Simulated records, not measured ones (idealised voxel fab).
You're looking at the process module voxel ribs on slabs.
This is section cut - it's 160 nm across, gridded in 5 nm square cells.
We lay out every cross-section as a grid of square cells and spell it out in bands from the top down, where one band means one or more rows of cells. This entry defines a band. It first specifies the height of the band's top and the height of its bottom in nm, and then specifies the band's materials from left to right, stating each material with its width in nm. The word "full width" identifies a single material that fills the band from edge to edge, while the word "empty" identifies empty space. Heights are measured from 0, the level below which the as-received wafer is all one material; the lowest band has no bottom and continues downward, written as in "0..down". The width entry "30..40" should be interpreted row by row: the top row of cells in the band takes the first number, the bottom row takes the second number, and the change between adjacent rows is uniform throughout. No cell of the cross-section changed in a step that is given as "nothing was modified". Listed in "Entrapped void list": every empty space of 8 or more cells without an open way to the top. Form: width x height at distance, the distance being from the left edge, all in nm. Anything after a step's settings on that line? It's the simulator's own note about the step. "overlay nm", when on a step's line for a step with a mask, measures how far to the right of its planned place the mask lay; a negative measure means to the left.

## The process steps that were planned are listed below
1,op RECEIVE | material Si
2,op DIRECTIONAL_DEP | material SiO2 | thk nm 25
3,op DIRECTIONAL_DEP | material SiN | thk nm 20
4,op DIRECTIONAL_DEP | material aC | thk nm 10
5,op PATTERN | tone cover | mask id RIB | material resist | width nm 30 | thk nm 30 | overlay nm 0
6,op DIRECTIONAL_ETCH | etch materials aC | depth nm 10
7,op STRIP | etch materials resist
8,op DIRECTIONAL_ETCH | etch materials SiN | depth nm 10
9,op STRIP | etch materials aC
10,op DIRECTIONAL_DEP | material aC | thk nm 15
11,op PATTERN | tone cover | mask id SLAB | material resist | width nm 90 | thk nm 30 | overlay nm 0
12,op DIRECTIONAL_ETCH | etch materials aC | depth nm 15
13,op STRIP | etch materials resist
14,op DIRECTIONAL_ETCH | etch materials SiN | depth nm 10
15,op STRIP | etch materials aC
16,op FILL_DEP | material SiO2 | thk nm 25
17,op CMP | height nm 65
18,op DIRECTIONAL_DEP | material TiN | thk nm 5
19,op DIRECTIONAL_DEP | material aC | thk nm 15
20,op PATTERN | tone cover | mask id HEATER | material resist | width nm 40 | thk nm 30 | overlay nm 0
21,op DIRECTIONAL_ETCH | etch materials aC | depth nm 15
22,op STRIP | etch materials resist
23,op DIRECTIONAL_ETCH | etch materials TiN | depth nm 5
24,op STRIP | etch materials aC
25,op CONFORMAL_DEP | material SiN | thk nm 5

## Wafer at receipt (post step 1), cross-section
0..down  Si full width
Entrapped void list: none

## a wafer at the end: this start, this plan, one mistake
75..70  empty: 55 | SiN: 50 | empty: 55
70..65  SiN: 60 | TiN: 40 | SiN: 60
65..55  SiO2: 65 | SiN: 30 | SiO2: 65
55..45  SiO2: 35 | SiN: 90 | SiO2: 35
45..25  SiN full width
25..0  SiO2 full width
0..down  Si full width
Entrapped void list: none
Short version of what went wrong: regarding the plan, step 3 was run twice
